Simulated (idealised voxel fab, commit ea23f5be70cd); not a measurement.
process module | voxel self aligned contacts
cross-section cut | 300 nm wide | cells 5 nm
A cross-section is a grid of square cells, given in bands from the top down. A band is one or more rows of cells.
Each band's line starts with the height of the band's top and of its bottom, in nm. Then come its materials from left to right, each with its width in nm. One material with "throughout" fills the band from edge to edge. "air" is empty space.
Height 0 is the level under which the wafer as received is all one material. The lowest band goes on downwards, as in "0 down".
A width such as "30 to 40" changes by the same amount from each row of cells to the next, from the band's top row to its bottom row.
"no change" after a step means that no cell of the cross-section changed.
closed voids: empty space of 8 cells or more with no open way to the top, each as width x height at its distance from the left edge, in nm
after a step's settings: what the simulator itself notes on the step
overlay nm, on a step with a mask: how far to the right of its planned place the mask lay; to the left if negative
plan
1 op RECEIVE | material Si
2 op OXIDIZE | depth nm 5
3 op DIRECTIONAL_DEP | material polySi | thk nm 30
4 op DIRECTIONAL_DEP | material SiN | thk nm 20
5 op PATTERN | tone cover | mask id GATE | material resist | width nm 25 | pitch nm 60 | thk nm 20 | overlay nm 0
6 op DIRECTIONAL_ETCH | etch materials SiN | depth nm 20
7 op DIRECTIONAL_ETCH | etch materials polySi | depth nm 30
8 op STRIP | etch materials resist
9 op CONFORMAL_DEP | material SiN | thk nm 10
10 op DIRECTIONAL_ETCH | etch materials SiN | depth nm 10
11 op FILL_DEP | material SiO2 | thk nm 15
12 op CMP | height nm 55
13 op DIRECTIONAL_DEP | material aC | thk nm 15
14 op PATTERN | tone open | mask id CONTACT | material resist | width nm 45 | pitch nm 60 | thk nm 30 | overlay nm 0
15 op DIRECTIONAL_ETCH | etch materials aC | depth nm 15
16 op STRIP | etch materials resist
17 op DIRECTIONAL_ETCH | etch materials SiO2 | depth nm 60
18 op STRIP | etch materials aC
19 op CONFORMAL_DEP | material TiN | thk nm 5
20 op FILL_DEP | material W | thk nm 5
21 op CMP | height nm 55
22 op CONFORMAL_DEP | material SiCN | thk nm 5
first wafer, as planned
as received, after step 1
  0 down: Si throughout
  closed voids: none
after step 2
  0 to -5: SiO2 throughout
  below -5: unchanged
after step 3
  30 to 0: polySi throughout
  below 0: unchanged
after step 4
  50 to 30: SiN throughout
  below 30: unchanged
after step 5
  70 to 50: air 75 | resist 25 | air 35 | resist 25 | air 35 | resist 25 | air 80
  below 50: unchanged
after step 6
  70 to 50: air 75 | resist 25 | air 35 | resist 25 | air 35 | resist 25 | air 80
  50 to 30: air 75 | SiN 25 | air 35 | SiN 25 | air 35 | SiN 25 | air 80
  below 30: unchanged
after step 7
  70 to 50: air 75 | resist 25 | air 35 | resist 25 | air 35 | resist 25 | air 80
  50 to 30: air 75 | SiN 25 | air 35 | SiN 25 | air 35 | SiN 25 | air 80
  30 to 0: air 75 | polySi 25 | air 35 | polySi 25 | air 35 | polySi 25 | air 80
  below 0: unchanged
after step 8
  50 to 30: air 75 | SiN 25 | air 35 | SiN 25 | air 35 | SiN 25 | air 80
  below 30: unchanged
after step 9
  60 to 30: air 65 | SiN 45 | air 15 | SiN 45 | air 15 | SiN 45 | air 70
  30 to 10: air 65 | SiN 10 | polySi 25 | SiN 10 | air 15 | SiN 10 | polySi 25 | SiN 10 | air 15 | SiN 10 | polySi 25 | SiN 10 | air 70
  10 to 0: SiN 75 | polySi 25 | SiN 35 | polySi 25 | SiN 35 | polySi 25 | SiN 80
  below 0: unchanged
after step 10
  50 to 30: air 65 | SiN 45 | air 15 | SiN 45 | air 15 | SiN 45 | air 70
  30 to 0: air 65 | SiN 10 | polySi 25 | SiN 10 | air 15 | SiN 10 | polySi 25 | SiN 10 | air 15 | SiN 10 | polySi 25 | SiN 10 | air 70
  below 0: unchanged
after step 11
  65 to 50: SiO2 throughout
  50 to 30: SiO2 65 | SiN 45 | SiO2 15 | SiN 45 | SiO2 15 | SiN 45 | SiO2 70
  30 to 0: SiO2 65 | SiN 10 | polySi 25 | SiN 10 | SiO2 15 | SiN 10 | polySi 25 | SiN 10 | SiO2 15 | SiN 10 | polySi 25 | SiN 10 | SiO2 70
  below 0: unchanged
after step 12
  55 to 50: SiO2 throughout
  below 50: unchanged
after step 13
  70 to 55: aC throughout
  below 55: unchanged
after step 14
  100 to 70: resist 95 | air 45 | resist 15 | air 45 | resist 100
  below 70: unchanged
after step 15
  85 to 70: resist 95 | air 45 | resist 15 | air 45 | resist 100
  70 to 55: aC 95 | air 45 | aC 15 | air 45 | aC 100
  below 55: unchanged
after step 16
  70 to 55: aC 95 | air 45 | aC 15 | air 45 | aC 100
  below 55: unchanged
after step 17
  70 to 55: aC 95 | air 45 | aC 15 | air 45 | aC 100
  55 to 50: SiO2 95 | air 45 | SiO2 15 | air 45 | SiO2 100
  50 to 30: SiO2 65 | SiN 45 | air 15 | SiN 45 | air 15 | SiN 45 | SiO2 70
  30 to 0: SiO2 65 | SiN 10 | polySi 25 | SiN 10 | air 15 | SiN 10 | polySi 25 | SiN 10 | air 15 | SiN 10 | polySi 25 | SiN 10 | SiO2 70
  0 to -5: SiO2 110 | air 15 | SiO2 45 | air 15 | SiO2 115
  below -5: unchanged
after step 18
  55 to 50: SiO2 95 | air 45 | SiO2 15 | air 45 | SiO2 100
  below 50: unchanged
after step 19
  60 to 55: TiN 100 | air 35 | TiN 25 | air 35 | TiN 105
  55 to 50: SiO2 95 | TiN 20 | air 5 | TiN 20 | SiO2 15 | TiN 20 | air 5 | TiN 20 | SiO2 100
  50 to 30: SiO2 65 | SiN 45 | TiN 5 | air 5 | TiN 5 | SiN 45 | TiN 5 | air 5 | TiN 5 | SiN 45 | SiO2 70
  30 to 0: SiO2 65 | SiN 10 | polySi 25 | SiN 10 | TiN 5 | air 5 | TiN 5 | SiN 10 | polySi 25 | SiN 10 | TiN 5 | air 5 | TiN 5 | SiN 10 | polySi 25 | SiN 10 | SiO2 70
  0 to -5: SiO2 110 | TiN 15 | SiO2 45 | TiN 15 | SiO2 115
  below -5: unchanged
after step 20
  65 to 60: W throughout
  60 to 55: TiN 100 | W 35 | TiN 25 | W 35 | TiN 105
  55 to 50: SiO2 95 | TiN 20 | W 5 | TiN 20 | SiO2 15 | TiN 20 | W 5 | TiN 20 | SiO2 100
  50 to 30: SiO2 65 | SiN 45 | TiN 5 | W 5 | TiN 5 | SiN 45 | TiN 5 | W 5 | TiN 5 | SiN 45 | SiO2 70
  30 to 0: SiO2 65 | SiN 10 | polySi 25 | SiN 10 | TiN 5 | W 5 | TiN 5 | SiN 10 | polySi 25 | SiN 10 | TiN 5 | W 5 | TiN 5 | SiN 10 | polySi 25 | SiN 10 | SiO2 70
  below 0: unchanged
after step 21
  55 to 50: SiO2 95 | TiN 20 | W 5 | TiN 20 | SiO2 15 | TiN 20 | W 5 | TiN 20 | SiO2 100
  below 50: unchanged
after step 22
  60 to 55: SiCN throughout
  below 55: unchanged
second wafer: like start, like plan, one mistake. Through step 19 it matches the first wafer
when step 20 should have ended
  65 to 60: polySi throughout
  60 to 55: TiN 100 | polySi 35 | TiN 25 | polySi 35 | TiN 105
  55 to 50: SiO2 95 | TiN 20 | polySi 5 | TiN 20 | SiO2 15 | TiN 20 | polySi 5 | TiN 20 | SiO2 100
  50 to 30: SiO2 65 | SiN 45 | TiN 5 | polySi 5 | TiN 5 | SiN 45 | TiN 5 | polySi 5 | TiN 5 | SiN 45 | SiO2 70
  30 to 0: SiO2 65 | SiN 10 | polySi 25 | SiN 10 | TiN 5 | polySi 5 | TiN 5 | SiN 10 | polySi 25 | SiN 10 | TiN 5 | polySi 5 | TiN 5 | SiN 10 | polySi 25 | SiN 10 | SiO2 70
  below 0: unchanged
when step 21 should have ended
  55 to 50: SiO2 95 | TiN 20 | polySi 5 | TiN 20 | SiO2 15 | TiN 20 | polySi 5 | TiN 20 | SiO2 100
  below 50: unchanged
when step 22 should have ended
  60 to 55: SiCN throughout
  below 55: unchanged
what went wrong: step 20 ran as: op FILL_DEP | material polySi | thk nm 5
at the end the second wafer has, in cells: 22 fewer of W | 22 more of polySi
